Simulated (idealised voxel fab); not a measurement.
process module | voxel gate over fins
Cross-sectional view cut (width: 215 nm; square cell size: 5 nm).
Format of a cross-section: grid, square cells. Given as bands. Order: top down. Band: one or more rows of cells.
What a band's entry tells you: where the top is and where the bottom is, as heights in nm, and after that what lies inside, material by material from left to right, each with its width in nm. Empty space is written as the word "empty", and a single material marked with the word "everywhere" occupies the band from edge to edge.
Convention: height 0 is the level below which the wafer, as received, is all one material. The lowest band does not terminate at the bottom but continues downward, represented as "top 0, no bottom".
Think of "30..40" as a width that walks from the first number to the second as you go down the band, top row to bottom row, taking equal-sized steps from row to row.
Step marked "no alterations made"? Then no cell in the cross-section changed in it.
"Sealed void inventory" contains a list of empty spaces, each no smaller than 8 cells and without an open way to the top, written in the form width x height at distance with the distance from the left edge and all three in nm.
Where a step's line continues beyond its settings, the continuation is a remark by the simulator itself on that step.
Steps that use a mask can have "overlay nm" on their line. It says how far the mask sat to the right of where it was meant to be. Negative means to the left.
What follows is a series of pairs. Each pair shows a cross-section before one process step and the cross-section after it, and the after view is drawn only down to the lowest band that changed. Beneath each pair is the step that lies between the two, with its settings. Pairs may come from different runs of this module on the same starting wafer, so a pair continues from the one above it only where its entry headed "Before the step" says so.
Before the step
* top 25, bottom 10: aC everywhere
* top 10, bottom 0: SiN everywhere
* top 0, no bottom: Si everywhere
* Sealed void inventory: none
Post-Step Appearance
* top 55, bottom 25: 60 empty / 20 resist / 20 empty / 20 resist / 20 empty / 20 resist / 55 empty
* Nothing below the height 25 has changed.
* Sealed void inventory: none
What was done to get from the upper cross-section to the lower one? PATTERN | tone cover | mask id FINS | material resist | width nm 20 | pitch nm 40 | thk nm 30 | overlay nm 0
Before the step: the wafer arrives at this step looking as the after cross-section in the pair just above shows it.
Post-Step Appearance
* top 40, bottom 25: 60 empty / 20 resist / 20 empty / 20 resist / 20 empty / 20 resist / 55 empty
* top 25, bottom 10: 60 empty / 20 aC / 20 empty / 20 aC / 20 empty / 20 aC / 55 empty
* Nothing below the height 10 has changed.
* Sealed void inventory: none
What was done to get from the upper cross-section to the lower one? DIRECTIONAL_ETCH | etch materials aC | depth nm 15
Before the step: the wafer arrives at this step looking as the after cross-section in the pair just above shows it.
Post-Step Appearance
* top 25, bottom 10: 60 empty / 20 aC / 20 empty / 20 aC / 20 empty / 20 aC / 55 empty
* Nothing below the height 10 has changed.
* Sealed void inventory: none
What was done to get from the upper cross-section to the lower one? STRIP | etch materials resist
Before the step: the wafer arrives at this step looking as the after cross-section in the pair just above shows it.
Post-Step Appearance
* top 25, bottom 10: 60 empty / 20 aC / 20 empty / 20 aC / 20 empty / 20 aC / 55 empty
* top 10, bottom 0: 60 empty / 20 SiN / 20 empty / 20 SiN / 20 empty / 20 SiN / 55 empty
* Nothing below the height 0 has changed.
* Sealed void inventory: none
What was done to get from the upper cross-section to the lower one? DIRECTIONAL_ETCH | etch materials SiN | depth nm 10
Before the step: the wafer arrives at this step looking as the after cross-section in the pair just above shows it.
Post-Step Appearance
* top 25, bottom 10: 60 empty / 20 aC / 20 empty / 20 aC / 20 empty / 20 aC / 55 empty
* top 10, bottom 0: 60 empty / 20 SiN / 20 empty / 20 SiN / 20 empty / 20 SiN / 55 empty
* top 0, bottom -40: 60 empty / 20 Si / 20 empty / 20 Si / 20 empty / 20 Si / 55 empty
* Nothing below the height -40 has changed.
* Sealed void inventory: none
What was done to get from the upper cross-section to the lower one? DIRECTIONAL_ETCH | etch materials Si | depth nm 40
Before the step: the wafer arrives at this step looking as the after cross-section in the pair just above shows it.
Post-Step Appearance
* top 10, bottom 0: 60 empty / 20 SiN / 20 empty / 20 SiN / 20 empty / 20 SiN / 55 empty
* Nothing below the height 0 has changed.
* Sealed void inventory: none
What was done to get from the upper cross-section to the lower one? STRIP | etch materials aC
Before the step: the wafer arrives at this step looking as the after cross-section in the pair just above shows it.
Post-Step Appearance
* top 15, bottom 10: SiO2 everywhere
* top 10, bottom 0: 60 SiO2 / 20 SiN / 20 SiO2 / 20 SiN / 20 SiO2 / 20 SiN / 55 SiO2
* top 0, bottom -40: 60 SiO2 / 20 Si / 20 SiO2 / 20 Si / 20 SiO2 / 20 Si / 55 SiO2
* Nothing below the height -40 has changed.
* Sealed void inventory: none
What was done to get from the upper cross-section to the lower one? FILL_DEP | material SiO2 | thk nm 5
Before the step: the wafer arrives at this step looking as the after cross-section in the pair just above shows it.
Post-Step Appearance
* top 10, bottom 0: 60 SiO2 / 20 SiN / 20 SiO2 / 20 SiN / 20 SiO2 / 20 SiN / 55 SiO2
* Nothing below the height 0 has changed.
* Sealed void inventory: none
What was done to get from the upper cross-section to the lower one? CMP | height nm 10
Before the step: the wafer arrives at this step looking as the after cross-section in the pair just above shows it.
Post-Step Appearance
* top 10, bottom 0: 60 empty / 20 SiN / 20 empty / 20 SiN / 20 empty / 20 SiN / 55 empty
* top 0, bottom -15: 60 empty / 20 Si / 20 empty / 20 Si / 20 empty / 20 Si / 55 empty
* Nothing below the height -15 has changed.
* Sealed void inventory: none
What was done to get from the upper cross-section to the lower one? SELECTIVE_ETCH | etch materials SiO2 | depth nm 25
Before the step: the wafer arrives at this step looking as the after cross-section in the pair just above shows it.
Post-Step Appearance
* top 0, bottom -15: 60 empty / 20 Si / 20 empty / 20 Si / 20 empty / 20 Si / 55 empty
* Nothing below the height -15 has changed.
* Sealed void inventory: none
What was done to get from the upper cross-section to the lower one? STRIP | etch materials SiN
Before the step: the wafer arrives at this step looking as the after cross-section in the pair just above shows it.
Post-Step Appearance
* top 5, bottom 0: 55 empty / 30 HfO2 / 10 empty / 30 HfO2 / 10 empty / 30 HfO2 / 50 empty
* top 0, bottom -10: 55 empty / 5 HfO2 / 20 Si / 5 HfO2 / 10 empty / 5 HfO2 / 20 Si / 5 HfO2 / 10 empty / 5 HfO2 / 20 Si / 5 HfO2 / 50 empty
* top -10, bottom -15: 60 HfO2 / 20 Si / 20 HfO2 / 20 Si / 20 HfO2 / 20 Si / 55 HfO2
* Nothing below the height -15 has changed.
* Sealed void inventory: none
What was done to get from the upper cross-section to the lower one? CONFORMAL_DEP | material HfO2 | thk nm 5
Before the step: the wafer arrives at this step looking as the after cross-section in the pair just above shows it.
Post-Step Appearance
* top 10, bottom 5: 50 empty / 120 TiN / 45 empty
* top 5, bottom 0: 50 empty / 5 TiN / 30 HfO2 / 10 TiN / 30 HfO2 / 10 TiN / 30 HfO2 / 5 TiN / 45 empty
* top 0, bottom -5: 50 empty / 5 TiN / 5 HfO2 / 20 Si / 5 HfO2 / 10 TiN / 5 HfO2 / 20 Si / 5 HfO2 / 10 TiN / 5 HfO2 / 20 Si / 5 HfO2 / 5 TiN / 45 empty
* top -5, bottom -10: 55 TiN / 5 HfO2 / 20 Si / 5 HfO2 / 10 TiN / 5 HfO2 / 20 Si / 5 HfO2 / 10 TiN / 5 HfO2 / 20 Si / 5 HfO2 / 50 TiN
* Nothing below the height -10 has changed.
* Sealed void inventory: none
What was done to get from the upper cross-section to the lower one? CONFORMAL_DEP | material TiN | thk nm 5
Before the step: the wafer arrives at this step looking as the after cross-section in the pair just above shows it.
Post-Step Appearance
* top 15, bottom 10: 45 empty / 130 TiAl / 40 empty
* top 10, bottom 5: 45 empty / 5 TiAl / 120 TiN / 5 TiAl / 40 empty
* top 5, bottom 0: 45 empty / 5 TiAl / 5 TiN / 30 HfO2 / 10 TiN / 30 HfO2 / 10 TiN / 30 HfO2 / 5 TiN / 5 TiAl / 40 empty
* top 0, bottom -5: 50 TiAl / 5 TiN / 5 HfO2 / 20 Si / 5 HfO2 / 10 TiN / 5 HfO2 / 20 Si / 5 HfO2 / 10 TiN / 5 HfO2 / 20 Si / 5 HfO2 / 5 TiN / 45 TiAl
* Nothing below the height -5 has changed.
* Sealed void inventory: none
What was done to get from the upper cross-section to the lower one? CONFORMAL_DEP | material TiAl | thk nm 5
Before the step: the wafer arrives at this step looking as the after cross-section in the pair just above shows it.
Post-Step Appearance
* top 20, bottom 15: 40 empty / 140 TiN / 35 empty
* top 15, bottom 10: 40 empty / 5 TiN / 130 TiAl / 5 TiN / 35 empty
* top 10, bottom 5: 40 empty / 5 TiN / 5 TiAl / 120 TiN / 5 TiAl / 5 TiN / 35 empty
* top 5, bottom 0: 45 TiN / 5 TiAl / 5 TiN / 30 HfO2 / 10 TiN / 30 HfO2 / 10 TiN / 30 HfO2 / 5 TiN / 5 TiAl / 40 TiN
* Nothing below the height 0 has changed.
* Sealed void inventory: none
What was done to get from the upper cross-section to the lower one? CONFORMAL_DEP | material TiN | thk nm 5
Before the step: the wafer arrives at this step looking as the after cross-section in the pair just above shows it.
Post-Step Appearance
* top 35, bottom 20: W everywhere
* top 20, bottom 15: 40 W / 140 TiN / 35 W
* top 15, bottom 10: 40 W / 5 TiN / 130 TiAl / 5 TiN / 35 W
* top 10, bottom 5: 40 W / 5 TiN / 5 TiAl / 120 TiN / 5 TiAl / 5 TiN / 35 W
* Nothing below the height 5 has changed.
* Sealed void inventory: none
What was done to get from the upper cross-section to the lower one? FILL_DEP | material W | thk nm 15
Before the step: the wafer arrives at this step looking as the after cross-section in the pair just above shows it.
Post-Step Appearance
* top 30, bottom 20: W everywhere
* Nothing below the height 20 has changed.
* Sealed void inventory: none
What was done to get from the upper cross-section to the lower one? CMP | height nm 30
Before the step: the wafer arrives at this step looking as the after cross-section in the pair just above shows it.
Post-Step Appearance
* top 40, bottom 30: SiCN everywhere
* Nothing below the height 30 has changed.
* Sealed void inventory: none
What was done to get from the upper cross-section to the lower one? CONFORMAL_DEP | material SiCN | thk nm 10
Before the step
* top 25, bottom 10: aC everywhere
* top 10, bottom 0: SiN everywhere
* top 0, no bottom: Si everywhere
* Sealed void inventory: none
Post-Step Appearance
* top 55, bottom 25: 50 empty / 15 resist / 25 empty / 15 resist / 25 empty / 15 resist / 70 empty
* Nothing below the height 25 has changed.
* Sealed void inventory: none
What was done to get from the upper cross-section to the lower one? PATTERN | tone cover | mask id FINS | material resist | width nm 15 | pitch nm 40 | thk nm 30 | overlay nm -10
Before the step: the wafer arrives at this step looking as the after cross-section in the pair just above shows it.
Post-Step Appearance
* top 40, bottom 25: 50 empty / 15 resist / 25 empty / 15 resist / 25 empty / 15 resist / 70 empty
* top 25, bottom 10: 50 empty / 15 aC / 25 empty / 15 aC / 25 empty / 15 aC / 70 empty
* Nothing below the height 10 has changed.
* Sealed void inventory: none
What was done to get from the upper cross-section to the lower one? DIRECTIONAL_ETCH | etch materials aC | depth nm 15
Before the step: the wafer arrives at this step looking as the after cross-section in the pair just above shows it.
Post-Step Appearance
* top 25, bottom 10: 50 empty / 15 aC / 25 empty / 15 aC / 25 empty / 15 aC / 70 empty
* Nothing below the height 10 has changed.
* Sealed void inventory: none
What was done to get from the upper cross-section to the lower one? STRIP | etch materials resist
Before the step: the wafer arrives at this step looking as the after cross-section in the pair just above shows it.
Post-Step Appearance
* top 25, bottom 10: 50 empty / 15 aC / 25 empty / 15 aC / 25 empty / 15 aC / 70 empty
* top 10, bottom 0: 50 empty / 15 SiN / 25 empty / 15 SiN / 25 empty / 15 SiN / 70 empty
* Nothing below the height 0 has changed.
* Sealed void inventory: none
What was done to get from the upper cross-section to the lower one? DIRECTIONAL_ETCH | etch materials SiN | depth nm 10
Before the step: the wafer arrives at this step looking as the after cross-section in the pair just above shows it.
Post-Step Appearance
* top 25, bottom 10: 50 empty / 15 aC / 25 empty / 15 aC / 25 empty / 15 aC / 70 empty
* top 10, bottom 0: 50 empty / 15 SiN / 25 empty / 15 SiN / 25 empty / 15 SiN / 70 empty
* top 0, bottom -40: 50 empty / 15 Si / 25 empty / 15 Si / 25 empty / 15 Si / 70 empty
* Nothing below the height -40 has changed.
* Sealed void inventory: none
What was done to get from the upper cross-section to the lower one? DIRECTIONAL_ETCH | etch materials Si | depth nm 40
Before the step: the wafer arrives at this step looking as the after cross-section in the pair just above shows it.
Post-Step Appearance
* top 10, bottom 0: 50 empty / 15 SiN / 25 empty / 15 SiN / 25 empty / 15 SiN / 70 empty
* Nothing below the height 0 has changed.
* Sealed void inventory: none
What was done to get from the upper cross-section to the lower one? STRIP | etch materials aC
Before the step: the wafer arrives at this step looking as the after cross-section in the pair just above shows it.
Post-Step Appearance
* top 15, bottom 10: SiO2 everywhere
* top 10, bottom 0: 50 SiO2 / 15 SiN / 25 SiO2 / 15 SiN / 25 SiO2 / 15 SiN / 70 SiO2
* top 0, bottom -40: 50 SiO2 / 15 Si / 25 SiO2 / 15 Si / 25 SiO2 / 15 Si / 70 SiO2
* Nothing below the height -40 has changed.
* Sealed void inventory: none
What was done to get from the upper cross-section to the lower one? FILL_DEP | material SiO2 | thk nm 5
Before the step: the wafer arrives at this step looking as the after cross-section in the pair just above shows it.
Post-Step Appearance
* top 10, bottom 0: 50 SiO2 / 15 SiN / 25 SiO2 / 15 SiN / 25 SiO2 / 15 SiN / 70 SiO2
* Nothing below the height 0 has changed.
* Sealed void inventory: none
What was done to get from the upper cross-section to the lower one? CMP | height nm 10
Before the step: the wafer arrives at this step looking as the after cross-section in the pair just above shows it.
Post-Step Appearance
* top 10, bottom 0: 50 empty / 15 SiN / 25 empty / 15 SiN / 25 empty / 15 SiN / 70 empty
* top 0, bottom -15: 50 empty / 15 Si / 25 empty / 15 Si / 25 empty / 15 Si / 70 empty
* Nothing below the height -15 has changed.
* Sealed void inventory: none
What was done to get from the upper cross-section to the lower one? SELECTIVE_ETCH | etch materials SiO2 | depth nm 25
Before the step: the wafer arrives at this step looking as the after cross-section in the pair just above shows it.
Post-Step Appearance
* top 0, bottom -15: 50 empty / 15 Si / 25 empty / 15 Si / 25 empty / 15 Si / 70 empty
* Nothing below the height -15 has changed.
* Sealed void inventory: none
What was done to get from the upper cross-section to the lower one? STRIP | etch materials SiN
Before the step: the wafer arrives at this step looking as the after cross-section in the pair just above shows it.
Post-Step Appearance
* top 5, bottom 0: 45 empty / 25 HfO2 / 15 empty / 25 HfO2 / 15 empty / 25 HfO2 / 65 empty
* top 0, bottom -10: 45 empty / 5 HfO2 / 15 Si / 5 HfO2 / 15 empty / 5 HfO2 / 15 Si / 5 HfO2 / 15 empty / 5 HfO2 / 15 Si / 5 HfO2 / 65 empty
* top -10, bottom -15: 50 HfO2 / 15 Si / 25 HfO2 / 15 Si / 25 HfO2 / 15 Si / 70 HfO2
* Nothing below the height -15 has changed.
* Sealed void inventory: none
What was done to get from the upper cross-section to the lower one? CONFORMAL_DEP | material HfO2 | thk nm 5
Before the step: the wafer arrives at this step looking as the after cross-section in the pair just above shows it.
Post-Step Appearance
* top 10, bottom 5: 40 empty / 35 TiN / 5 empty / 35 TiN / 5 empty / 35 TiN / 60 empty
* top 5, bottom 0: 40 empty / 5 TiN / 25 HfO2 / 5 TiN / 5 empty / 5 TiN / 25 HfO2 / 5 TiN / 5 empty / 5 TiN / 25 HfO2 / 5 TiN / 60 empty
* top 0, bottom -5: 40 empty / 5 TiN / 5 HfO2 / 15 Si / 5 HfO2 / 5 TiN / 5 empty / 5 TiN / 5 HfO2 / 15 Si / 5 HfO2 / 5 TiN / 5 empty / 5 TiN / 5 HfO2 / 15 Si / 5 HfO2 / 5 TiN / 60 empty
* top -5, bottom -10: 45 TiN / 5 HfO2 / 15 Si / 5 HfO2 / 15 TiN / 5 HfO2 / 15 Si / 5 HfO2 / 15 TiN / 5 HfO2 / 15 Si / 5 HfO2 / 65 TiN
* Nothing below the height -10 has changed.
* Sealed void inventory: none
What was done to get from the upper cross-section to the lower one? CONFORMAL_DEP | material TiN | thk nm 5
Before the step: the wafer arrives at this step looking as the after cross-section in the pair just above shows it.
Post-Step Appearance
* top 15, bottom 10: 35 empty / 125 TiAl / 55 empty
* top 10, bottom 5: 35 empty / 5 TiAl / 35 TiN / 5 TiAl / 35 TiN / 5 TiAl / 35 TiN / 5 TiAl / 55 empty
* top 5, bottom 0: 35 empty / 5 TiAl / 5 TiN / 25 HfO2 / 5 TiN / 5 TiAl / 5 TiN / 25 HfO2 / 5 TiN / 5 TiAl / 5 TiN / 25 HfO2 / 5 TiN / 5 TiAl / 55 empty
* top 0, bottom -5: 40 TiAl / 5 TiN / 5 HfO2 / 15 Si / 5 HfO2 / 5 TiN / 5 TiAl / 5 TiN / 5 HfO2 / 15 Si / 5 HfO2 / 5 TiN / 5 TiAl / 5 TiN / 5 HfO2 / 15 Si / 5 HfO2 / 5 TiN / 60 TiAl
* Nothing below the height -5 has changed.
* Sealed void inventory: none
What was done to get from the upper cross-section to the lower one? CONFORMAL_DEP | material TiAl | thk nm 5
Before the step: the wafer arrives at this step looking as the after cross-section in the pair just above shows it.
Post-Step Appearance
* top 20, bottom 15: 30 empty / 135 TiN / 50 empty
* top 15, bottom 10: 30 empty / 5 TiN / 125 TiAl / 5 TiN / 50 empty
* top 10, bottom 5: 30 empty / 5 TiN / 5 TiAl / 35 TiN / 5 TiAl / 35 TiN / 5 TiAl / 35 TiN / 5 TiAl / 5 TiN / 50 empty
* top 5, bottom 0: 35 TiN / 5 TiAl / 5 TiN / 25 HfO2 / 5 TiN / 5 TiAl / 5 TiN / 25 HfO2 / 5 TiN / 5 TiAl / 5 TiN / 25 HfO2 / 5 TiN / 5 TiAl / 55 TiN
* Nothing below the height 0 has changed.
* Sealed void inventory: none
What was done to get from the upper cross-section to the lower one? CONFORMAL_DEP | material TiN | thk nm 5
Before the step: the wafer arrives at this step looking as the after cross-section in the pair just above shows it.
Post-Step Appearance
* top 35, bottom 20: W everywhere
* top 20, bottom 15: 30 W / 135 TiN / 50 W
* top 15, bottom 10: 30 W / 5 TiN / 125 TiAl / 5 TiN / 50 W
* top 10, bottom 5: 30 W / 5 TiN / 5 TiAl / 35 TiN / 5 TiAl / 35 TiN / 5 TiAl / 35 TiN / 5 TiAl / 5 TiN / 50 W
* Nothing below the height 5 has changed.
* Sealed void inventory: none
What was done to get from the upper cross-section to the lower one? FILL_DEP | material W | thk nm 15
Before the step: the wafer arrives at this step looking as the after cross-section in the pair just above shows it.
Post-Step Appearance
* top 30, bottom 20: W everywhere
* Nothing below the height 20 has changed.
* Sealed void inventory: none
What was done to get from the upper cross-section to the lower one? CMP | height nm 30
Before the step: the wafer arrives at this step looking as the after cross-section in the pair just above shows it.
Post-Step Appearance
* top 40, bottom 30: SiCN everywhere
* Nothing below the height 30 has changed.
* Sealed void inventory: none
What was done to get from the upper cross-section to the lower one? CONFORMAL_DEP | material SiCN | thk nm 10
Before the step
* top 10, bottom 0: 60 empty / 15 SiN / 25 empty / 15 SiN / 25 empty / 15 SiN / 60 empty
* top 0, bottom -40: 60 empty / 15 Si / 25 empty / 15 Si / 25 empty / 15 Si / 60 empty
* top -40, no bottom: Si everywhere
* Sealed void inventory: none
Post-Step Appearance
* top 15, bottom 10: W everywhere
* top 10, bottom 0: 60 W / 15 SiN / 25 W / 15 SiN / 25 W / 15 SiN / 60 W
* top 0, bottom -40: 60 W / 15 Si / 25 W / 15 Si / 25 W / 15 Si / 60 W
* Nothing below the height -40 has changed.
* Sealed void inventory: none
What was done to get from the upper cross-section to the lower one? FILL_DEP | material W | thk nm 5
Before the step: the wafer arrives at this step looking as the after cross-section in the pair just above shows it.
Post-Step Appearance
* top 10, bottom 0: 60 W / 15 SiN / 25 W / 15 SiN / 25 W / 15 SiN / 60 W
* Nothing below the height 0 has changed.
* Sealed void inventory: none
What was done to get from the upper cross-section to the lower one? CMP | height nm 10
Before the step: the wafer arrives at this step looking as the after cross-section in the pair just above shows it.
Post-Step Appearance
* top 10, bottom 0: 60 W / 15 empty / 25 W / 15 empty / 25 W / 15 empty / 60 W
* Nothing below the height 0 has changed.
* Sealed void inventory: none
What was done to get from the upper cross-section to the lower one? STRIP | etch materials SiN
Before the step: the wafer arrives at this step looking as the after cross-section in the pair just above shows it.
Post-Step Appearance
* top 15, bottom 10: 65 HfO2 / 5 empty / 35 HfO2 / 5 empty / 35 HfO2 / 5 empty / 65 HfO2
* top 10, bottom 5: 60 W / 5 HfO2 / 5 empty / 5 HfO2 / 25 W / 5 HfO2 / 5 empty / 5 HfO2 / 25 W / 5 HfO2 / 5 empty / 5 HfO2 / 60 W
* top 5, bottom 0: 60 W / 15 HfO2 / 25 W / 15 HfO2 / 25 W / 15 HfO2 / 60 W
* Nothing below the height 0 has changed.
* Sealed void inventory: none
What was done to get from the upper cross-section to the lower one? CONFORMAL_DEP | material HfO2 | thk nm 5
Before the step: the wafer arrives at this step looking as the after cross-section in the pair just above shows it.
Post-Step Appearance
* top 20, bottom 15: TiN everywhere
* top 15, bottom 10: 65 HfO2 / 5 TiN / 35 HfO2 / 5 TiN / 35 HfO2 / 5 TiN / 65 HfO2
* top 10, bottom 5: 60 W / 5 HfO2 / 5 TiN / 5 HfO2 / 25 W / 5 HfO2 / 5 TiN / 5 HfO2 / 25 W / 5 HfO2 / 5 TiN / 5 HfO2 / 60 W
* Nothing below the height 5 has changed.
* Sealed void inventory: none
What was done to get from the upper cross-section to the lower one? CONFORMAL_DEP | material TiN | thk nm 5
Before the step: the wafer arrives at this step looking as the after cross-section in the pair just above shows it.
Post-Step Appearance
* top 25, bottom 20: TiAl everywhere
* Nothing below the height 20 has changed.
* Sealed void inventory: none
What was done to get from the upper cross-section to the lower one? CONFORMAL_DEP | material TiAl | thk nm 5
Before the step: the wafer arrives at this step looking as the after cross-section in the pair just above shows it.
Post-Step Appearance
* top 30, bottom 25: TiN everywhere
* Nothing below the height 25 has changed.
* Sealed void inventory: none
What was done to get from the upper cross-section to the lower one? CONFORMAL_DEP | material TiN | thk nm 5
Before the step: the wafer arrives at this step looking as the after cross-section in the pair just above shows it.
Post-Step Appearance
* top 45, bottom 30: W everywhere
* Nothing below the height 30 has changed.
* Sealed void inventory: none
What was done to get from the upper cross-section to the lower one? FILL_DEP | material W | thk nm 15
Before the step: the wafer arrives at this step looking as the after cross-section in the pair just above shows it.
Post-Step Appearance
* top 30, bottom 25: TiN everywhere
* Nothing below the height 25 has changed.
* Sealed void inventory: none
What was done to get from the upper cross-section to the lower one? CMP | height nm 30
Before the step: the wafer arrives at this step looking as the after cross-section in the pair just above shows it.
Post-Step Appearance
* top 40, bottom 30: SiCN everywhere
* Nothing below the height 30 has changed.
* Sealed void inventory: none
What was done to get from the upper cross-section to the lower one? CONFORMAL_DEP | material SiCN | thk nm 10
Before the step
* top 25, bottom 10: aC everywhere
* top 10, bottom 0: SiN everywhere
* top 0, no bottom: Si everywhere
* Sealed void inventory: none
Post-Step Appearance
* top 55, bottom 25: 60 resist / 15 empty / 25 resist / 15 empty / 25 resist / 15 empty / 60 resist
* Nothing below the height 25 has changed.
* Sealed void inventory: none
What was done to get from the upper cross-section to the lower one? PATTERN | tone open | mask id FINS | material resist | width nm 15 | pitch nm 40 | thk nm 30 | overlay nm 0
Before the step: the wafer arrives at this step looking as the after cross-section in the pair just above shows it.
Post-Step Appearance
* top 40, bottom 25: 60 resist / 15 empty / 25 resist / 15 empty / 25 resist / 15 empty / 60 resist
* top 25, bottom 10: 60 aC / 15 empty / 25 aC / 15 empty / 25 aC / 15 empty / 60 aC
* Nothing below the height 10 has changed.
* Sealed void inventory: none
What was done to get from the upper cross-section to the lower one? DIRECTIONAL_ETCH | etch materials aC | depth nm 15
Before the step: the wafer arrives at this step looking as the after cross-section in the pair just above shows it.
Post-Step Appearance
* top 25, bottom 10: 60 aC / 15 empty / 25 aC / 15 empty / 25 aC / 15 empty / 60 aC
* Nothing below the height 10 has changed.
* Sealed void inventory: none
What was done to get from the upper cross-section to the lower one? STRIP | etch materials resist
Before the step: the wafer arrives at this step looking as the after cross-section in the pair just above shows it.
Post-Step Appearance
* top 25, bottom 10: 60 aC / 15 empty / 25 aC / 15 empty / 25 aC / 15 empty / 60 aC
* top 10, bottom 0: 60 SiN / 15 empty / 25 SiN / 15 empty / 25 SiN / 15 empty / 60 SiN
* Nothing below the height 0 has changed.
* Sealed void inventory: none
What was done to get from the upper cross-section to the lower one? DIRECTIONAL_ETCH | etch materials SiN | depth nm 10
Before the step: the wafer arrives at this step looking as the after cross-section in the pair just above shows it.
Post-Step Appearance
* top 25, bottom 10: 60 aC / 15 empty / 25 aC / 15 empty / 25 aC / 15 empty / 60 aC
* top 10, bottom 0: 60 SiN / 15 empty / 25 SiN / 15 empty / 25 SiN / 15 empty / 60 SiN
* top 0, bottom -40: 60 Si / 15 empty / 25 Si / 15 empty / 25 Si / 15 empty / 60 Si
* Nothing below the height -40 has changed.
* Sealed void inventory: none
What was done to get from the upper cross-section to the lower one? DIRECTIONAL_ETCH | etch materials Si | depth nm 40
Before the step: the wafer arrives at this step looking as the after cross-section in the pair just above shows it.
Post-Step Appearance
* top 10, bottom 0: 60 SiN / 15 empty / 25 SiN / 15 empty / 25 SiN / 15 empty / 60 SiN
* Nothing below the height 0 has changed.
* Sealed void inventory: none
What was done to get from the upper cross-section to the lower one? STRIP | etch materials aC
Before the step: the wafer arrives at this step looking as the after cross-section in the pair just above shows it.
Post-Step Appearance
* top 15, bottom 10: SiO2 everywhere
* top 10, bottom 0: 60 SiN / 15 SiO2 / 25 SiN / 15 SiO2 / 25 SiN / 15 SiO2 / 60 SiN
* top 0, bottom -40: 60 Si / 15 SiO2 / 25 Si / 15 SiO2 / 25 Si / 15 SiO2 / 60 Si
* Nothing below the height -40 has changed.
* Sealed void inventory: none
What was done to get from the upper cross-section to the lower one? FILL_DEP | material SiO2 | thk nm 5
Before the step: the wafer arrives at this step looking as the after cross-section in the pair just above shows it.
Post-Step Appearance
* top 10, bottom 0: 60 SiN / 15 SiO2 / 25 SiN / 15 SiO2 / 25 SiN / 15 SiO2 / 60 SiN
* Nothing below the height 0 has changed.
* Sealed void inventory: none
What was done to get from the upper cross-section to the lower one? CMP | height nm 10
Before the step: the wafer arrives at this step looking as the after cross-section in the pair just above shows it.
Post-Step Appearance
* top 10, bottom 0: 60 SiN / 15 empty / 25 SiN / 15 empty / 25 SiN / 15 empty / 60 SiN
* top 0, bottom -15: 60 Si / 15 empty / 25 Si / 15 empty / 25 Si / 15 empty / 60 Si
* Nothing below the height -15 has changed.
* Sealed void inventory: none
What was done to get from the upper cross-section to the lower one? SELECTIVE_ETCH | etch materials SiO2 | depth nm 25
Before the step: the wafer arrives at this step looking as the after cross-section in the pair just above shows it.
Post-Step Appearance
* top 0, bottom -15: 60 Si / 15 empty / 25 Si / 15 empty / 25 Si / 15 empty / 60 Si
* Nothing below the height -15 has changed.
* Sealed void inventory: none
What was done to get from the upper cross-section to the lower one? STRIP | etch materials SiN
Before the step: the wafer arrives at this step looking as the after cross-section in the pair just above shows it.
Post-Step Appearance
* top 5, bottom 0: 65 HfO2 / 5 empty / 35 HfO2 / 5 empty / 35 HfO2 / 5 empty / 65 HfO2
* top 0, bottom -10: 60 Si / 5 HfO2 / 5 empty / 5 HfO2 / 25 Si / 5 HfO2 / 5 empty / 5 HfO2 / 25 Si / 5 HfO2 / 5 empty / 5 HfO2 / 60 Si
* top -10, bottom -15: 60 Si / 15 HfO2 / 25 Si / 15 HfO2 / 25 Si / 15 HfO2 / 60 Si
* Nothing below the height -15 has changed.
* Sealed void inventory: none
What was done to get from the upper cross-section to the lower one? CONFORMAL_DEP | material HfO2 | thk nm 5
Before the step: the wafer arrives at this step looking as the after cross-section in the pair just above shows it.
Post-Step Appearance
* top 10, bottom 5: TiN everywhere
* top 5, bottom 0: 65 HfO2 / 5 TiN / 35 HfO2 / 5 TiN / 35 HfO2 / 5 TiN / 65 HfO2
* top 0, bottom -10: 60 Si / 5 HfO2 / 5 TiN / 5 HfO2 / 25 Si / 5 HfO2 / 5 TiN / 5 HfO2 / 25 Si / 5 HfO2 / 5 TiN / 5 HfO2 / 60 Si
* Nothing below the height -10 has changed.
* Sealed void inventory: none
What was done to get from the upper cross-section to the lower one? CONFORMAL_DEP | material TiN | thk nm 5
Before the step: the wafer arrives at this step looking as the after cross-section in the pair just above shows it.
Post-Step Appearance
* top 15, bottom 10: TiAl everywhere
* Nothing below the height 10 has changed.
* Sealed void inventory: none
What was done to get from the upper cross-section to the lower one? CONFORMAL_DEP | material TiAl | thk nm 5
Before the step: the wafer arrives at this step looking as the after cross-section in the pair just above shows it.
Post-Step Appearance
* top 20, bottom 15: TiN everywhere
* Nothing below the height 15 has changed.
* Sealed void inventory: none
What was done to get from the upper cross-section to the lower one? CONFORMAL_DEP | material TiN | thk nm 5
Before the step: the wafer arrives at this step looking as the after cross-section in the pair just above shows it.
Post-Step Appearance
* top 35, bottom 20: W everywhere
* Nothing below the height 20 has changed.
* Sealed void inventory: none
What was done to get from the upper cross-section to the lower one? FILL_DEP | material W | thk nm 15
Before the step: the wafer arrives at this step looking as the after cross-section in the pair just above shows it.
Post-Step Appearance
* top 30, bottom 20: W everywhere
* Nothing below the height 20 has changed.
* Sealed void inventory: none
What was done to get from the upper cross-section to the lower one? CMP | height nm 30
Before the step: the wafer arrives at this step looking as the after cross-section in the pair just above shows it.
Post-Step Appearance
* top 40, bottom 30: SiCN everywhere
* Nothing below the height 30 has changed.
* Sealed void inventory: none
What was done to get from the upper cross-section to the lower one? CONFORMAL_DEP | material SiCN | thk nm 10
